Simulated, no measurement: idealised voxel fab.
process module | voxel capacitor over wiring
cross-section cut | 295 nm wide | cells 5 nm
A cross-section is a grid of square cells, given in bands from the top down. A band is one or more rows of cells.
Each band's line starts with the height of the band's top and of its bottom, in nm. Then come its materials from left to right, each with its width in nm. One material with "throughout" fills the band from edge to edge. "air" is empty space.
Height 0 is the level under which the wafer as received is all one material. The lowest band goes on downwards, as in "0 down".
A width such as "30 to 40" changes by the same amount from each row of cells to the next, from the band's top row to its bottom row.
"no change" after a step means that no cell of the cross-section changed.
closed voids: empty space of 8 cells or more with no open way to the top, each as width x height at its distance from the left edge, in nm
after a step's settings: what the simulator itself notes on the step
overlay nm, on a step with a mask: how far to the right of its planned place the mask lay; to the left if negative
Each pair below shows a cross-section before one step and the cross-section after it, down to the lowest band that changed. The line under each pair gives the step between them, with its settings. The pairs can come from different runs of this module on the same starting wafer, so a pair continues from the pair above only where its "before" says so.
before
  90 to 80: SiO2 110 | TiN 5 | Cu 5 | TiN 5 | SiO2 170
  80 to 70: SiO2 110 to 100 | TiN 15 to 70 | SiO2 170 to 125
  70 to 65: SiO2 100 | HfO2 70 | SiO2 125
  65 to 60: SiO2 95 | TiN 80 | SiO2 120
  60 to 40: SiO2 100 | Ru 15 | SiO2 180
  40 to 35: SiCN 100 | Ru 15 | SiCN 180
  35 to 20: lowk 95 | TiN 5 | Cu 10 | TiN 5 | lowk 65 | TiN 5 | Cu 10 | TiN 5 | lowk 95
  20 to 15: SiCN 95 | TiN 20 | SiCN 65 | TiN 20 | SiCN 95
  15 to 0: SiO2 throughout
  0 down: Si throughout
  closed voids: none
after
  105 to 90: SiCN throughout
  below 90: unchanged
  closed voids: none
the step between: op CONFORMAL_DEP | material SiCN | thk nm 15
before
  90 to 80: air 100 | aC 70 | air 125
  80 to 75: aC throughout
  75 to 70: aC 100 | TiN 70 | aC 125
  70 to 65: aC 100 | HfO2 70 | aC 125
  65 to 60: TiN throughout
  60 to 40: SiO2 100 | Ru 15 | SiO2 180
  40 to 35: SiCN 100 | Ru 15 | SiCN 180
  35 to 20: lowk 95 | TiN 5 | Cu 10 | TiN 5 | lowk 65 | TiN 5 | Cu 10 | TiN 5 | lowk 95
  20 to 15: SiCN 95 | TiN 20 | SiCN 65 | TiN 20 | SiCN 95
  15 to 0: SiO2 throughout
  0 down: Si throughout
  closed voids: none
after
  125 to 90: air 100 | resist 70 | air 125
  below 90: unchanged
  closed voids: none
the step between: op PATTERN | tone cover | mask id LOWER_PLATE | material resist | width nm 70 | thk nm 35 | overlay nm 0
before: the cross-section after the pair above
after
  110 to 90: air 100 | resist 70 | air 125
  90 to 75: air 100 | aC 70 | air 125
  75 to 70: air 100 | TiN 70 | air 125
  70 to 65: air 100 | HfO2 70 | air 125
  below 65: unchanged
  closed voids: none
the step between: op DIRECTIONAL_ETCH | etch materials aC | depth nm 15
before: the cross-section after the pair above
after
  90 to 75: air 100 | aC 70 | air 125
  below 75: unchanged
  closed voids: none
the step between: op STRIP | etch materials resist
before: the cross-section after the pair above
after
  90 to 75: air 100 | aC 70 | air 125
  75 to 70: air 100 | TiN 70 | air 125
  70 to 65: air 100 | HfO2 70 | air 125
  65 to 60: air 100 | TiN 70 | air 125
  below 60: unchanged
  closed voids: none
the step between: op DIRECTIONAL_ETCH | etch materials TiN | depth nm 5
before: the cross-section after the pair above
after
  75 to 70: air 100 | TiN 70 | air 125
  below 70: unchanged
  closed voids: none
the step between: op STRIP | etch materials aC
before: the cross-section after the pair above
after
  95 to 75: SiO2 throughout
  75 to 70: SiO2 100 | TiN 70 | SiO2 125
  70 to 65: SiO2 100 | HfO2 70 | SiO2 125
  65 to 60: SiO2 100 | TiN 70 | SiO2 125
  below 60: unchanged
  closed voids: none
the step between: op FILL_DEP | material SiO2 | thk nm 20
before: the cross-section after the pair above
after
  90 to 75: SiO2 throughout
  below 75: unchanged
  closed voids: none
the step between: op CMP | height nm 90
before: the cross-section after the pair above
after
  105 to 90: aC throughout
  below 90: unchanged
  closed voids: none
the step between: op DIRECTIONAL_DEP | material aC | thk nm 15
before: the cross-section after the pair above
after
  140 to 105: resist 110 | air 15 | resist 170
  below 105: unchanged
  closed voids: none
the step between: op PATTERN | tone open | mask id PLUG_2 | material resist | width nm 15 | thk nm 35 | overlay nm 0
before: the cross-section after the pair above
after
  125 to 105: resist 110 | air 15 | resist 170
  105 to 90: aC 110 | air 15 | aC 170
  below 90: unchanged
  closed voids: none
the step between: op DIRECTIONAL_ETCH | etch materials aC | depth nm 15
before: the cross-section after the pair above
after
  105 to 90: aC 110 | air 15 | aC 170
  below 90: unchanged
  closed voids: none
the step between: op STRIP | etch materials resist
before: the cross-section after the pair above
after
  105 to 90: aC 110 | air 15 | aC 170
  90 to 75: SiO2 110 | air 15 | SiO2 170
  below 75: unchanged
  closed voids: none
the step between: op DIRECTIONAL_ETCH | etch materials SiO2 | depth nm 15
before: the cross-section after the pair above
after
  90 to 75: SiO2 110 | air 15 | SiO2 170
  below 75: unchanged
  closed voids: none
the step between: op STRIP | etch materials aC
before: the cross-section after the pair above
after
  95 to 90: TiN 115 | air 5 | TiN 175
  90 to 80: SiO2 110 | TiN 5 | air 5 | TiN 5 | SiO2 170
  80 to 70: SiO2 110 to 100 | TiN 15 to 70 | SiO2 170 to 125
  below 70: unchanged
  closed voids: none
the step between: op CONFORMAL_DEP | material TiN | thk nm 5
before: the cross-section after the pair above
after
  105 to 95: Cu throughout
  95 to 90: TiN 115 | Cu 5 | TiN 175
  90 to 80: SiO2 110 | TiN 5 | Cu 5 | TiN 5 | SiO2 170
  below 80: unchanged
  closed voids: none
the step between: op FILL_DEP | material Cu | thk nm 10
before: the cross-section after the pair above
after
  90 to 80: SiO2 110 | TiN 5 | Cu 5 | TiN 5 | SiO2 170
  below 80: unchanged
  closed voids: none
the step between: op CMP | height nm 90
before: the cross-section after the pair above
after
  95 to 90: SiCN throughout
  below 90: unchanged
  closed voids: none
the step between: op CONFORMAL_DEP | material SiCN | thk nm 5
before
  105 to 90: aC throughout
  90 to 75: SiO2 throughout
  75 to 70: SiO2 100 | TiN 70 | SiO2 125
  70 to 65: SiO2 100 | HfO2 70 | SiO2 125
  65 to 60: SiO2 95 | TiN 80 | SiO2 120
  60 to 40: SiO2 100 | Ru 15 | SiO2 180
  40 to 35: SiCN 100 | Ru 15 | SiCN 180
  35 to 20: lowk 95 | TiN 5 | Cu 10 | TiN 5 | lowk 65 | TiN 5 | Cu 10 | TiN 5 | lowk 95
  20 to 15: SiCN 95 | TiN 20 | SiCN 65 | TiN 20 | SiCN 95
  15 to 0: SiO2 throughout
  0 down: Si throughout
  closed voids: none
after
  140 to 105: resist 100 | air 15 | resist 180
  below 105: unchanged
  closed voids: none
the step between: op PATTERN | tone open | mask id PLUG_2 | material resist | width nm 15 | thk nm 35 | overlay nm -10
before: the cross-section after the pair above
after
  125 to 105: resist 100 | air 15 | resist 180
  105 to 90: aC 100 | air 15 | aC 180
  below 90: unchanged
  closed voids: none
the step between: op DIRECTIONAL_ETCH | etch materials aC | depth nm 15
before: the cross-section after the pair above
after
  105 to 90: aC 100 | air 15 | aC 180
  below 90: unchanged
  closed voids: none
the step between: op STRIP | etch materials resist
before: the cross-section after the pair above
after
  105 to 90: aC 100 | air 15 | aC 180
  90 to 75: SiO2 100 | air 15 | SiO2 180
  below 75: unchanged
  closed voids: none
the step between: op DIRECTIONAL_ETCH | etch materials SiO2 | depth nm 15
before: the cross-section after the pair above
after
  90 to 75: SiO2 100 | air 15 | SiO2 180
  below 75: unchanged
  closed voids: none
the step between: op STRIP | etch materials aC
before: the cross-section after the pair above
after
  95 to 90: TiN 105 | air 5 | TiN 185
  90 to 80: SiO2 100 | TiN 5 | air 5 | TiN 5 | SiO2 180
  80 to 70: SiO2 100 | TiN 15 to 70 | SiO2 180 to 125
  below 70: unchanged
  closed voids: none
the step between: op CONFORMAL_DEP | material TiN | thk nm 5
before: the cross-section after the pair above
after
  105 to 95: Cu throughout
  95 to 90: TiN 105 | Cu 5 | TiN 185
  90 to 80: SiO2 100 | TiN 5 | Cu 5 | TiN 5 | SiO2 180
  below 80: unchanged
  closed voids: none
the step between: op FILL_DEP | material Cu | thk nm 10
before: the cross-section after the pair above
after
  90 to 80: SiO2 100 | TiN 5 | Cu 5 | TiN 5 | SiO2 180
  below 80: unchanged
  closed voids: none
the step between: op CMP | height nm 90
before: the cross-section after the pair above
after
  95 to 90: SiCN throughout
  below 90: unchanged
  closed voids: none
the step between: op CONFORMAL_DEP | material SiCN | thk nm 5
before
  15 to 0: SiO2 throughout
  0 down: Si throughout
  closed voids: none
after
  20 to 15: TiN throughout
  below 15: unchanged
  closed voids: none
the step between: op CONFORMAL_DEP | material TiN | thk nm 5
before: the cross-section after the pair above
after
  35 to 20: lowk throughout
  below 20: unchanged
  closed voids: none
the step between: op DIRECTIONAL_DEP | material lowk | thk nm 15
before: the cross-section after the pair above
after
  45 to 35: aC throughout
  below 35: unchanged
  closed voids: none
the step between: op DIRECTIONAL_DEP | material aC | thk nm 10
before: the cross-section after the pair above
after
  75 to 45: resist 95 | air 20 | resist 65 | air 20 | resist 95
  below 45: unchanged
  closed voids: none
the step between: op PATTERN | tone open | mask id METAL_1 | material resist | width nm 20 | pitch nm 85 | thk nm 30 | overlay nm 0
before: the cross-section after the pair above
after
  65 to 45: resist 95 | air 20 | resist 65 | air 20 | resist 95
  45 to 35: aC 95 | air 20 | aC 65 | air 20 | aC 95
  below 35: unchanged
  closed voids: none
the step between: op DIRECTIONAL_ETCH | etch materials aC | depth nm 10
before: the cross-section after the pair above
after
  45 to 35: aC 95 | air 20 | aC 65 | air 20 | aC 95
  below 35: unchanged
  closed voids: none
the step between: op STRIP | etch materials resist
before: the cross-section after the pair above
after
  45 to 35: aC 95 | air 20 | aC 65 | air 20 | aC 95
  35 to 20: lowk 95 | air 20 | lowk 65 | air 20 | lowk 95
  below 20: unchanged
  closed voids: none
the step between: op DIRECTIONAL_ETCH | etch materials lowk | depth nm 15
before: the cross-section after the pair above
after
  35 to 20: lowk 95 | air 20 | lowk 65 | air 20 | lowk 95
  below 20: unchanged
  closed voids: none
the step between: op STRIP | etch materials aC
before: the cross-section after the pair above
after
  40 to 35: TiN 100 | air 10 | TiN 75 | air 10 | TiN 100
  35 to 25: lowk 95 | TiN 5 | air 10 | TiN 5 | lowk 65 | TiN 5 | air 10 | TiN 5 | lowk 95
  25 to 20: lowk 95 | TiN 20 | lowk 65 | TiN 20 | lowk 95
  below 20: unchanged
  closed voids: none
the step between: op CONFORMAL_DEP | material TiN | thk nm 5
before: the cross-section after the pair above
after
  50 to 40: Cu throughout
  40 to 35: TiN 100 | Cu 10 | TiN 75 | Cu 10 | TiN 100
  35 to 25: lowk 95 | TiN 5 | Cu 10 | TiN 5 | lowk 65 | TiN 5 | Cu 10 | TiN 5 | lowk 95
  below 25: unchanged
  closed voids: none
the step between: op FILL_DEP | material Cu | thk nm 10
before: the cross-section after the pair above
after
  35 to 25: lowk 95 | TiN 5 | Cu 10 | TiN 5 | lowk 65 | TiN 5 | Cu 10 | TiN 5 | lowk 95
  below 25: unchanged
  closed voids: none
the step between: op CMP | height nm 35
before: the cross-section after the pair above
after
  40 to 35: SiCN throughout
  below 35: unchanged
  closed voids: none
the step between: op CONFORMAL_DEP | material SiCN | thk nm 5
before: the cross-section after the pair above
after
  60 to 40: SiO2 throughout
  below 40: unchanged
  closed voids: none
the step between: op DIRECTIONAL_DEP | material SiO2 | thk nm 20
before: the cross-section after the pair above
after
  80 to 60: resist 100 | air 15 | resist 180
  below 60: unchanged
  closed voids: none
the step between: op PATTERN | tone open | mask id PLUG_1 | material resist | width nm 15 | thk nm 20 | overlay nm 0
before: the cross-section after the pair above
after
  80 to 60: resist 100 | air 15 | resist 180
  60 to 40: SiO2 100 | air 15 | SiO2 180
  below 40: unchanged
  closed voids: none
the step between: op DIRECTIONAL_ETCH | etch materials SiO2 | depth nm 20
before: the cross-section after the pair above
after
  80 to 60: resist 100 | air 15 | resist 180
  60 to 40: SiO2 100 | air 15 | SiO2 180
  40 to 35: SiCN 100 | air 15 | SiCN 180
  below 35: unchanged
  closed voids: none
the step between: op DIRECTIONAL_ETCH | etch materials SiCN | depth nm 5
before: the cross-section after the pair above
after
  60 to 40: SiO2 100 | air 15 | SiO2 180
  below 40: unchanged
  closed voids: none
the step between: op STRIP | etch materials resist
before: the cross-section after the pair above
after
  60 to 45: SiO2 100 | air 15 | SiO2 180
  45 to 40: SiO2 100 | Ru 15 | SiO2 180
  40 to 35: SiCN 100 | Ru 15 | SiCN 180
  below 35: unchanged
  closed voids: none
the step between: op EPI | material Ru | thk nm 10
before: the cross-section after the pair above
after
  60 to 55: SiO2 100 | air 15 | SiO2 180
  55 to 40: SiO2 100 | Ru 15 | SiO2 180
  below 40: unchanged
  closed voids: none
the step between: op EPI | material Ru | thk nm 10
before: the cross-section after the pair above
after
  60 to 40: SiO2 100 | Ru 15 | SiO2 180
  below 40: unchanged
  closed voids: none
the step between: op EPI | material Ru | thk nm 5
before: the cross-section after the pair above
after
  65 to 60: TiN throughout
  below 60: unchanged
  closed voids: none
the step between: op DIRECTIONAL_DEP | material TiN | thk nm 5
before: the cross-section after the pair above
after
  70 to 65: HfO2 throughout
  below 65: unchanged
  closed voids: none
the step between: op DIRECTIONAL_DEP | material HfO2 | thk nm 5
before: the cross-section after the pair above
after
  75 to 70: TiN throughout
  below 70: unchanged
  closed voids: none
the step between: op DIRECTIONAL_DEP | material TiN | thk nm 5
before: the cross-section after the pair above
after
  90 to 75: aC throughout
  below 75: unchanged
  closed voids: none
the step between: op DIRECTIONAL_DEP | material aC | thk nm 15
before: the cross-section after the pair above
after
  125 to 90: air 100 | resist 70 | air 125
  below 90: unchanged
  closed voids: none
the step between: op PATTERN | tone cover | mask id UPPER_PLATE | material resist | width nm 70 | thk nm 35 | overlay nm 0
before: the cross-section after the pair above
after
  110 to 90: air 100 | resist 70 | air 125
  90 to 75: air 100 | aC 70 | air 125
  below 75: unchanged
  closed voids: none
the step between: op DIRECTIONAL_ETCH | etch materials aC | depth nm 15
before: the cross-section after the pair above
after
  90 to 75: air 100 | aC 70 | air 125
  below 75: unchanged
  closed voids: none
the step between: op STRIP | etch materials resist
before: the cross-section after the pair above
after
  90 to 75: air 100 | aC 70 | air 125
  75 to 70: air 100 | TiN 70 | air 125
  below 70: unchanged
  closed voids: none
the step between: op DIRECTIONAL_ETCH | etch materials TiN | depth nm 5
before: the cross-section after the pair above
after
  90 to 75: air 100 | aC 70 | air 125
  75 to 70: air 100 | TiN 70 | air 125
  70 to 65: air 100 | HfO2 70 | air 125
  below 65: unchanged
  closed voids: none
the step between: op DIRECTIONAL_ETCH | etch materials HfO2 | depth nm 5
before: the cross-section after the pair above
after
  75 to 70: air 100 | TiN 70 | air 125
  below 70: unchanged
  closed voids: none
the step between: op STRIP | etch materials aC
before: the cross-section after the pair above
after
  90 to 80: air 100 | aC 70 | air 125
  80 to 75: aC throughout
  75 to 70: aC 100 | TiN 70 | aC 125
  70 to 65: aC 100 | HfO2 70 | aC 125
  below 65: unchanged
  closed voids: none
the step between: op DIRECTIONAL_DEP | material aC | thk nm 15
before: the cross-section after the pair above
after
  125 to 90: air 95 | resist 80 | air 120
  90 to 80: air 95 | resist 5 | aC 70 | resist 5 | air 120
  below 80: unchanged
  closed voids: none
the step between: op PATTERN | tone cover | mask id LOWER_PLATE | material resist | width nm 80 | thk nm 35 | overlay nm 0
before: the cross-section after the pair above
after
  110 to 90: air 95 | resist 80 | air 120
  90 to 80: air 95 | resist 5 | aC 70 | resist 5 | air 120
  80 to 75: air 95 | aC 80 | air 120
  75 to 70: air 95 | aC 5 | TiN 70 | aC 5 | air 120
  70 to 65: air 95 | aC 5 | HfO2 70 | aC 5 | air 120
  below 65: unchanged
  closed voids: none
the step between: op DIRECTIONAL_ETCH | etch materials aC | depth nm 15
before: the cross-section after the pair above
after
  90 to 80: air 100 | aC 70 | air 125
  below 80: unchanged
  closed voids: none
the step between: op STRIP | etch materials resist
before: the cross-section after the pair above
after
  90 to 80: air 100 | aC 70 | air 125
  80 to 75: air 95 | aC 80 | air 120
  75 to 70: air 95 | aC 5 | TiN 70 | aC 5 | air 120
  70 to 65: air 95 | aC 5 | HfO2 70 | aC 5 | air 120
  65 to 60: air 95 | TiN 80 | air 120
  below 60: unchanged
  closed voids: none
the step between: op DIRECTIONAL_ETCH | etch materials TiN | depth nm 5
before: the cross-section after the pair above
after
  75 to 70: air 100 | TiN 70 | air 125
  70 to 65: air 100 | HfO2 70 | air 125
  below 65: unchanged
  closed voids: none
the step between: op STRIP | etch materials aC
before: the cross-section after the pair above
after
  95 to 75: SiO2 throughout
  75 to 70: SiO2 100 | TiN 70 | SiO2 125
  70 to 65: SiO2 100 | HfO2 70 | SiO2 125
  65 to 60: SiO2 95 | TiN 80 | SiO2 120
  below 60: unchanged
  closed voids: none
the step between: op FILL_DEP | material SiO2 | thk nm 20
before: the cross-section after the pair above
after
  90 to 75: SiO2 throughout
  below 75: unchanged
  closed voids: none
the step between: op CMP | height nm 90
before: the cross-section after the pair above
after
  105 to 90: aC throughout
  below 90: unchanged
  closed voids: none
the step between: op DIRECTIONAL_DEP | material aC | thk nm 15
before: the cross-section after the pair above
after
  140 to 105: resist 110 | air 15 | resist 170
  below 105: unchanged
  closed voids: none
the step between: op PATTERN | tone open | mask id PLUG_2 | material resist | width nm 15 | thk nm 35 | overlay nm 0
before: the cross-section after the pair above
after
  125 to 105: resist 110 | air 15 | resist 170
  105 to 90: aC 110 | air 15 | aC 170
  below 90: unchanged
  closed voids: none
the step between: op DIRECTIONAL_ETCH | etch materials aC | depth nm 15
before: the cross-section after the pair above
after
  105 to 90: aC 110 | air 15 | aC 170
  below 90: unchanged
  closed voids: none
the step between: op STRIP | etch materials resist
before: the cross-section after the pair above
after
  105 to 90: aC 110 | air 15 | aC 170
  90 to 75: SiO2 110 | air 15 | SiO2 170
  below 75: unchanged
  closed voids: none
the step between: op DIRECTIONAL_ETCH | etch materials SiO2 | depth nm 15
before: the cross-section after the pair above
after
  90 to 75: SiO2 110 | air 15 | SiO2 170
  below 75: unchanged
  closed voids: none
the step between: op STRIP | etch materials aC
before: the cross-section after the pair above
after
  95 to 90: TiN 115 | air 5 | TiN 175
  90 to 80: SiO2 110 | TiN 5 | air 5 | TiN 5 | SiO2 170
  80 to 70: SiO2 110 to 100 | TiN 15 to 70 | SiO2 170 to 125
  below 70: unchanged
  closed voids: none
the step between: op CONFORMAL_DEP | material TiN | thk nm 5
before: the cross-section after the pair above
after
  105 to 95: Cu throughout
  95 to 90: TiN 115 | Cu 5 | TiN 175
  90 to 80: SiO2 110 | TiN 5 | Cu 5 | TiN 5 | SiO2 170
  below 80: unchanged
  closed voids: none
the step between: op FILL_DEP | material Cu | thk nm 10
before: the cross-section after the pair above
after
  90 to 80: SiO2 110 | TiN 5 | Cu 5 | TiN 5 | SiO2 170
  below 80: unchanged
  closed voids: none
the step between: op CMP | height nm 90
before: the cross-section after the pair above
after
  95 to 90: SiCN throughout
  below 90: unchanged
  closed voids: none
the step between: op CONFORMAL_DEP | material SiCN | thk nm 5
before
  60 to 40: SiO2 throughout
  40 to 35: SiCN throughout
  35 to 20: lowk 95 | TiN 5 | Cu 10 | TiN 5 | lowk 65 | TiN 5 | Cu 10 | TiN 5 | lowk 95
  20 to 15: SiCN 95 | TiN 20 | SiCN 65 | TiN 20 | SiCN 95
  15 to 0: SiO2 throughout
  0 down: Si throughout
  closed voids: none
after
  80 to 60: air 100 | resist 15 | air 180
  below 60: unchanged
  closed voids: none
the step between: op PATTERN | tone cover | mask id PLUG_1 | material resist | width nm 15 | thk nm 20 | overlay nm 0
before: the cross-section after the pair above
after
  80 to 60: air 100 | resist 15 | air 180
  60 to 40: air 100 | SiO2 15 | air 180
  below 40: unchanged
  closed voids: none
the step between: op DIRECTIONAL_ETCH | etch materials SiO2 | depth nm 20
before: the cross-section after the pair above
after
  80 to 60: air 100 | resist 15 | air 180
  60 to 40: air 100 | SiO2 15 | air 180
  40 to 35: air 100 | SiCN 15 | air 180
  below 35: unchanged
  closed voids: none
the step between: op DIRECTIONAL_ETCH | etch materials SiCN | depth nm 5
before: the cross-section after the pair above
after
  60 to 40: air 100 | SiO2 15 | air 180
  below 40: unchanged
  closed voids: none
the step between: op STRIP | etch materials resist
before: the cross-section after the pair above
after
  60 to 45: air 100 | SiO2 15 | air 180
  45 to 40: air 85 | Ru 15 | SiO2 15 | air 55 | Ru 40 | air 85
  40 to 35: air 85 | Ru 15 | SiCN 15 | air 55 | Ru 40 | air 85
  below 35: unchanged
  closed voids: none
the step between: op EPI | material Ru | thk nm 10
before: the cross-section after the pair above
after
  60 to 55: air 100 | SiO2 15 | air 180
  55 to 40: air 75 | Ru 25 | SiO2 15 | air 45 | Ru 60 | air 75
  40 to 35: air 75 | Ru 25 | SiCN 15 | air 45 | Ru 60 | air 75
  below 35: unchanged
  closed voids: none
the step between: op EPI | material Ru | thk nm 10
before: the cross-section after the pair above
after
  60 to 40: air 70 | Ru 30 | SiO2 15 | air 40 | Ru 70 | air 70
  40 to 35: air 70 | Ru 30 | SiCN 15 | air 40 | Ru 70 | air 70
  below 35: unchanged
  closed voids: none
the step between: op EPI | material Ru | thk nm 5
before: the cross-section after the pair above
after
  65 to 60: air 70 | TiN 45 | air 40 | TiN 70 | air 70
  60 to 40: air 70 | Ru 30 | SiO2 15 | air 40 | Ru 70 | air 70
  40 to 35: TiN 70 | Ru 30 | SiCN 15 | TiN 40 | Ru 70 | TiN 70
  below 35: unchanged
  closed voids: none
the step between: op DIRECTIONAL_DEP | material TiN | thk nm 5
before: the cross-section after the pair above
after
  70 to 65: air 70 | HfO2 45 | air 40 | HfO2 70 | air 70
  65 to 60: air 70 | TiN 45 | air 40 | TiN 70 | air 70
  60 to 45: air 70 | Ru 30 | SiO2 15 | air 40 | Ru 70 | air 70
  45 to 40: HfO2 70 | Ru 30 | SiO2 15 | HfO2 40 | Ru 70 | HfO2 70
  below 40: unchanged
  closed voids: none
the step between: op DIRECTIONAL_DEP | material HfO2 | thk nm 5
before: the cross-section after the pair above
after
  75 to 70: air 70 | TiN 45 | air 40 | TiN 70 | air 70
  70 to 65: air 70 | HfO2 45 | air 40 | HfO2 70 | air 70
  65 to 60: air 70 | TiN 45 | air 40 | TiN 70 | air 70
  60 to 50: air 70 | Ru 30 | SiO2 15 | air 40 | Ru 70 | air 70
  50 to 45: TiN 70 | Ru 30 | SiO2 15 | TiN 40 | Ru 70 | TiN 70
  below 45: unchanged
  closed voids: none
the step between: op DIRECTIONAL_DEP | material TiN | thk nm 5
before: the cross-section after the pair above
after
  90 to 75: air 70 | aC 45 | air 40 | aC 70 | air 70
  75 to 70: air 70 | TiN 45 | air 40 | TiN 70 | air 70
  70 to 65: air 70 | HfO2 45 | air 40 | HfO2 70 | air 70
  65 to 60: aC 70 | TiN 45 | aC 40 | TiN 70 | aC 70
  60 to 50: aC 70 | Ru 30 | SiO2 15 | aC 40 | Ru 70 | aC 70
  below 50: unchanged
  closed voids: none
the step between: op DIRECTIONAL_DEP | material aC | thk nm 15
before: the cross-section after the pair above
after
  125 to 90: air 100 | resist 70 | air 125
  90 to 75: air 70 | aC 45 | resist 40 | aC 70 | air 70
  75 to 70: air 70 | TiN 45 | resist 40 | TiN 70 | air 70
  70 to 65: air 70 | HfO2 45 | resist 40 | HfO2 70 | air 70
  below 65: unchanged
  closed voids: none
the step between: op PATTERN | tone cover | mask id UPPER_PLATE | material resist | width nm 70 | thk nm 35 | overlay nm 0
before: the cross-section after the pair above
after
  110 to 90: air 100 | resist 70 | air 125
  90 to 75: air 100 | aC 15 | resist 40 | aC 15 | air 125
  75 to 70: air 70 | TiN 45 | resist 40 | TiN 70 | air 70
  70 to 65: air 70 | HfO2 45 | resist 40 | HfO2 70 | air 70
  65 to 60: air 70 | TiN 45 | aC 40 | TiN 70 | air 70
  60 to 50: air 70 | Ru 30 | SiO2 15 | aC 40 | Ru 70 | air 70
  below 50: unchanged
  closed voids: none
the step between: op DIRECTIONAL_ETCH | etch materials aC | depth nm 15
before: the cross-section after the pair above
after
  90 to 75: air 100 | aC 15 | air 40 | aC 15 | air 125
  75 to 70: air 70 | TiN 45 | air 40 | TiN 70 | air 70
  70 to 65: air 70 | HfO2 45 | air 40 | HfO2 70 | air 70
  below 65: unchanged
  closed voids: none
the step between: op STRIP | etch materials resist
before: the cross-section after the pair above
after
  90 to 75: air 100 | aC 15 | air 40 | aC 15 | air 125
  75 to 70: air 100 | TiN 15 | air 40 | TiN 15 | air 125
  70 to 65: air 70 | HfO2 45 | air 40 | HfO2 70 | air 70
  65 to 60: air 70 | TiN 45 | aC 40 | TiN 70 | air 70
  60 to 50: air 70 | Ru 30 | SiO2 15 | aC 40 | Ru 70 | air 70
  50 to 45: air 70 | Ru 30 | SiO2 15 | TiN 40 | Ru 70 | air 70
  below 45: unchanged
  closed voids: none
the step between: op DIRECTIONAL_ETCH | etch materials TiN | depth nm 5
before: the cross-section after the pair above
after
  90 to 75: air 100 | aC 15 | air 40 | aC 15 | air 125
  75 to 70: air 100 | TiN 15 | air 40 | TiN 15 | air 125
  70 to 65: air 100 | HfO2 15 | air 40 | HfO2 15 | air 125
  65 to 60: air 70 | TiN 45 | aC 40 | TiN 70 | air 70
  60 to 50: air 70 | Ru 30 | SiO2 15 | aC 40 | Ru 70 | air 70
  50 to 45: air 70 | Ru 30 | SiO2 15 | TiN 40 | Ru 70 | air 70
  45 to 40: air 70 | Ru 30 | SiO2 15 | HfO2 40 | Ru 70 | air 70
  below 40: unchanged
  closed voids: none
the step between: op DIRECTIONAL_ETCH | etch materials HfO2 | depth nm 5
before: the cross-section after the pair above
after
  75 to 70: air 100 | TiN 15 | air 40 | TiN 15 | air 125
  70 to 65: air 100 | HfO2 15 | air 40 | HfO2 15 | air 125
  65 to 60: air 70 | TiN 45 | air 40 | TiN 70 | air 70
  60 to 50: air 70 | Ru 30 | SiO2 15 | air 40 | Ru 70 | air 70
  below 50: unchanged
  closed voids: none
the step between: op STRIP | etch materials aC
before: the cross-section after the pair above
after
  90 to 80: air 100 | aC 15 | air 40 | aC 15 | air 125
  80 to 75: air 70 | aC 45 | air 40 | aC 70 | air 70
  75 to 70: air 70 | aC 30 | TiN 15 | air 40 | TiN 15 | aC 55 | air 70
  70 to 65: air 70 | aC 30 | HfO2 15 | air 40 | HfO2 15 | aC 55 | air 70
  65 to 60: air 70 | TiN 45 | aC 40 | TiN 70 | air 70
  60 to 55: air 70 | Ru 30 | SiO2 15 | aC 40 | Ru 70 | air 70
  55 to 50: aC 70 | Ru 30 | SiO2 15 | aC 40 | Ru 70 | aC 70
  50 to 45: aC 70 | Ru 30 | SiO2 15 | TiN 40 | Ru 70 | aC 70
  45 to 40: aC 70 | Ru 30 | SiO2 15 | HfO2 40 | Ru 70 | aC 70
  below 40: unchanged
  closed voids: none
the step between: op DIRECTIONAL_DEP | material aC | thk nm 15
before: the cross-section after the pair above
after
  125 to 90: air 95 | resist 80 | air 120
  90 to 80: air 95 | resist 5 | aC 15 | resist 40 | aC 15 | resist 5 | air 120
  80 to 75: air 70 | aC 45 | resist 40 | aC 70 | air 70
  75 to 70: air 70 | aC 30 | TiN 15 | resist 40 | TiN 15 | aC 55 | air 70
  70 to 65: air 70 | aC 30 | HfO2 15 | resist 40 | HfO2 15 | aC 55 | air 70
  below 65: unchanged
  closed voids: none
the step between: op PATTERN | tone cover | mask id LOWER_PLATE | material resist | width nm 80 | thk nm 35 | overlay nm 0
before: the cross-section after the pair above
after
  110 to 90: air 95 | resist 80 | air 120
  90 to 80: air 95 | resist 5 | aC 15 | resist 40 | aC 15 | resist 5 | air 120
  80 to 75: air 95 | aC 20 | resist 40 | aC 20 | air 120
  75 to 70: air 95 | aC 5 | TiN 15 | resist 40 | TiN 15 | aC 5 | air 120
  70 to 65: air 95 | aC 5 | HfO2 15 | resist 40 | HfO2 15 | aC 5 | air 120
  65 to 60: air 70 | TiN 45 | aC 40 | TiN 70 | air 70
  60 to 50: air 70 | Ru 30 | SiO2 15 | aC 40 | Ru 70 | air 70
  50 to 45: air 70 | Ru 30 | SiO2 15 | TiN 40 | Ru 70 | air 70
  45 to 40: air 70 | Ru 30 | SiO2 15 | HfO2 40 | Ru 70 | air 70
  below 40: unchanged
  closed voids: none
the step between: op DIRECTIONAL_ETCH | etch materials aC | depth nm 15
before: the cross-section after the pair above
after
  90 to 80: air 100 | aC 15 | air 40 | aC 15 | air 125
  80 to 75: air 95 | aC 20 | air 40 | aC 20 | air 120
  75 to 70: air 95 | aC 5 | TiN 15 | air 40 | TiN 15 | aC 5 | air 120
  70 to 65: air 95 | aC 5 | HfO2 15 | air 40 | HfO2 15 | aC 5 | air 120
  below 65: unchanged
  closed voids: none
the step between: op STRIP | etch materials resist
before: the cross-section after the pair above
after
  90 to 80: air 100 | aC 15 | air 40 | aC 15 | air 125
  80 to 75: air 95 | aC 20 | air 40 | aC 20 | air 120
  75 to 70: air 95 | aC 5 | TiN 15 | air 40 | TiN 15 | aC 5 | air 120
  70 to 65: air 95 | aC 5 | HfO2 15 | air 40 | HfO2 15 | aC 5 | air 120
  65 to 60: air 95 | TiN 20 | aC 40 | TiN 20 | air 120
  60 to 50: air 70 | Ru 30 | SiO2 15 | aC 40 | Ru 70 | air 70
  50 to 45: air 70 | Ru 30 | SiO2 15 | TiN 40 | Ru 70 | air 70
  45 to 40: air 70 | Ru 30 | SiO2 15 | HfO2 40 | Ru 70 | air 70
  40 to 35: air 70 | Ru 30 | SiCN 15 | TiN 40 | Ru 70 | air 70
  below 35: unchanged
  closed voids: none
the step between: op DIRECTIONAL_ETCH | etch materials TiN | depth nm 5
before: the cross-section after the pair above
after
  75 to 70: air 100 | TiN 15 | air 40 | TiN 15 | air 125
  70 to 65: air 100 | HfO2 15 | air 40 | HfO2 15 | air 125
  65 to 60: air 95 | TiN 20 | air 40 | TiN 20 | air 120
  60 to 50: air 70 | Ru 30 | SiO2 15 | air 40 | Ru 70 | air 70
  below 50: unchanged
  closed voids: none
the step between: op STRIP | etch materials aC
